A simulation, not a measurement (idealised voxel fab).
You're looking at the process module voxel quadruple lines.
Square cell edge 5 nm, section width 200 nm, ID cut.
Cross-section spec: square-cell grid; bands listed top down; each band is one or more rows.
This entry defines a band. It first specifies the height of the band's top and the height of its bottom in nm, and then specifies the band's materials from left to right, stating each material with its width in nm. The word "everywhere" identifies a single material that fills the band from edge to edge, while the word "empty" identifies empty space.
Ref level 0: as-received wafer is one material below here. Bottom band extends down with no lower bound ("0..down").
Top row gets the first number, bottom row gets the second, and each row in between changes by the same step: that is how a band width like "30->40" works.
No cell of the cross-section changed in a step that is given as "nothing changed".
Basically, "Completely sealed voids" tells you about the enclosed voids: empty spaces with no open way to the top, 8 cells or bigger, each written width x height at distance, where distance is from the left edge, all in nm.
after a step's settings: what the simulator itself notes on the step
Among the settings permitted on a step's line is "overlay nm"; applied to a step with a mask, it specifies the extent to which the mask lay to the right of its planned position, whereas a negative figure signifies a position to the left.

The steps planned for the process are as follows:
| 1 | RECEIVE,material Si |
| 2 | CONFORMAL_DEP,material Al2O3,thk nm 10 |
| 3 | DIRECTIONAL_DEP,material TiN,thk nm 10 |
| 4 | DIRECTIONAL_DEP,material polySi,thk nm 15 |
| 5 | DIRECTIONAL_DEP,material aC,thk nm 20 |
| 6 | PATTERN,tone cover,mask id MANDREL,material resist,width nm 30,thk nm 30,overlay nm 0 |
| 7 | DIRECTIONAL_ETCH,etch materials aC,depth nm 20 |
| 8 | STRIP,etch materials resist |
| 9 | CONFORMAL_DEP,material SiO2,thk nm 10 |
| 10 | DIRECTIONAL_ETCH,etch materials SiO2,depth nm 10 |
| 11 | STRIP,etch materials aC |
| 12 | DIRECTIONAL_ETCH,etch materials polySi,depth nm 15 |
| 13 | STRIP,etch materials SiO2 |
| 14 | CONFORMAL_DEP,material SiCN,thk nm 10 |
| 15 | DIRECTIONAL_ETCH,etch materials SiCN,depth nm 10 |
| 16 | STRIP,etch materials polySi |
| 17 | DIRECTIONAL_ETCH,etch materials TiN,depth nm 10 |
| 18 | STRIP,etch materials SiCN |

First of two wafers: run as planned:

Cross-section: wafer on arrival = after step 1:
0..down = Si everywhere
Completely sealed voids: none

Wafer section view after processing step 2:
10..0 = Al2O3 everywhere
Below 0, the layers are the same as they were.

Wafer section view after processing step 3:
20..10 = TiN everywhere
Below 10, the layers are the same as they were.

Wafer section view after processing step 4:
35..20 = polySi everywhere
Below 20, the layers are the same as they were.

Wafer section view after processing step 5:
55..35 = aC everywhere
Below 35, the layers are the same as they were.

Wafer section view after processing step 6:
85..55 = empty=85; resist=30; empty=85
Below 55, the layers are the same as they were.

Wafer section view after processing step 7:
65..55 = empty=85; resist=30; empty=85
55..35 = empty=85; aC=30; empty=85
Below 35, the layers are the same as they were.

Wafer section view after processing step 8:
55..35 = empty=85; aC=30; empty=85
Below 35, the layers are the same as they were.

Wafer section view after processing step 9:
65..55 = empty=75; SiO2=50; empty=75
55..45 = empty=75; SiO2=10; aC=30; SiO2=10; empty=75
45..35 = SiO2=85; aC=30; SiO2=85
Below 35, the layers are the same as they were.

Wafer section view after processing step 10:
55..35 = empty=75; SiO2=10; aC=30; SiO2=10; empty=75
Below 35, the layers are the same as they were.

Wafer section view after processing step 11:
55..35 = empty=75; SiO2=10; empty=30; SiO2=10; empty=75
Below 35, the layers are the same as they were.

Wafer section view after processing step 12:
55..35 = empty=75; SiO2=10; empty=30; SiO2=10; empty=75
35..20 = empty=75; polySi=10; empty=30; polySi=10; empty=75
Below 20, the layers are the same as they were.

Wafer section view after processing step 13:
35..20 = empty=75; polySi=10; empty=30; polySi=10; empty=75
Below 20, the layers are the same as they were.

Wafer section view after processing step 14:
45..35 = empty=65; SiCN=30; empty=10; SiCN=30; empty=65
35..30 = empty=65; SiCN=10; polySi=10; SiCN=10; empty=10; SiCN=10; polySi=10; SiCN=10; empty=65
30..20 = SiCN=75; polySi=10; SiCN=30; polySi=10; SiCN=75
Below 20, the layers are the same as they were.

Wafer section view after processing step 15:
35..20 = empty=65; SiCN=10; polySi=10; SiCN=10; empty=10; SiCN=10; polySi=10; SiCN=10; empty=65
Below 20, the layers are the same as they were.

Wafer section view after processing step 16:
35..20 = empty=65; SiCN=10; empty=10; SiCN=10; empty=10; SiCN=10; empty=10; SiCN=10; empty=65
Below 20, the layers are the same as they were.

Wafer section view after processing step 17:
35..20 = empty=65; SiCN=10; empty=10; SiCN=10; empty=10; SiCN=10; empty=10; SiCN=10; empty=65
20..10 = empty=65; TiN=10; empty=10; TiN=10; empty=10; TiN=10; empty=10; TiN=10; empty=65
Below 10, the layers are the same as they were.

Wafer section view after processing step 18:
20..10 = empty=65; TiN=10; empty=10; TiN=10; empty=10; TiN=10; empty=10; TiN=10; empty=65
Below 10, the layers are the same as they were.

Second wafer. Start and plan as for the first. One mistake made in running. Agrees with the first up to and including step 5:

X-section, second wafer, when step 6 was due to finish:
85..55 = empty=90; resist=25; empty=85
Below 55, the layers are the same as they were.

X-section, second wafer, when step 7 was due to finish:
65..55 = empty=90; resist=25; empty=85
55..35 = empty=90; aC=25; empty=85
Below 35, the layers are the same as they were.

X-section, second wafer, when step 8 was due to finish:
55..35 = empty=90; aC=25; empty=85
Below 35, the layers are the same as they were.

X-section, second wafer, when step 9 was due to finish:
65..55 = empty=80; SiO2=45; empty=75
55..45 = empty=80; SiO2=10; aC=25; SiO2=10; empty=75
45..35 = SiO2=90; aC=25; SiO2=85
Below 35, the layers are the same as they were.

X-section, second wafer, when step 10 was due to finish:
55..35 = empty=80; SiO2=10; aC=25; SiO2=10; empty=75
Below 35, the layers are the same as they were.

X-section, second wafer, when step 11 was due to finish:
55..35 = empty=80; SiO2=10; empty=25; SiO2=10; empty=75
Below 35, the layers are the same as they were.

X-section, second wafer, when step 12 was due to finish:
55..35 = empty=80; SiO2=10; empty=25; SiO2=10; empty=75
35..20 = empty=80; polySi=10; empty=25; polySi=10; empty=75
Below 20, the layers are the same as they were.

X-section, second wafer, when step 13 was due to finish:
35..20 = empty=80; polySi=10; empty=25; polySi=10; empty=75
Below 20, the layers are the same as they were.

X-section, second wafer, when step 14 was due to finish:
45..35 = empty=70; SiCN=30; empty=5; SiCN=30; empty=65
35..30 = empty=70; SiCN=10; polySi=10; SiCN=10; empty=5; SiCN=10; polySi=10; SiCN=10; empty=65
30..20 = SiCN=80; polySi=10; SiCN=25; polySi=10; SiCN=75
Below 20, the layers are the same as they were.

X-section, second wafer, when step 15 was due to finish:
35..20 = empty=70; SiCN=10; polySi=10; SiCN=10; empty=5; SiCN=10; polySi=10; SiCN=10; empty=65
Below 20, the layers are the same as they were.

X-section, second wafer, when step 16 was due to finish:
35..20 = empty=70; SiCN=10; empty=10; SiCN=10; empty=5; SiCN=10; empty=10; SiCN=10; empty=65
Below 20, the layers are the same as they were.

X-section, second wafer, when step 17 was due to finish:
35..20 = empty=70; SiCN=10; empty=10; SiCN=10; empty=5; SiCN=10; empty=10; SiCN=10; empty=65
20..10 = empty=70; TiN=10; empty=10; TiN=10; empty=5; TiN=10; empty=10; TiN=10; empty=65
Below 10, the layers are the same as they were.

X-section, second wafer, when step 18 was due to finish:
20..10 = empty=70; TiN=10; empty=10; TiN=10; empty=5; TiN=10; empty=10; TiN=10; empty=65
Below 10, the layers are the same as they were.
The mistake made against the process plan was this: note that step 6 departed from the planned setting and was carried out as PATTERN,tone cover,mask id MANDREL,material resist,width nm 25,thk nm 30,overlay nm 0
Final wafers compared: equal cell tally per material, rearranged layout.
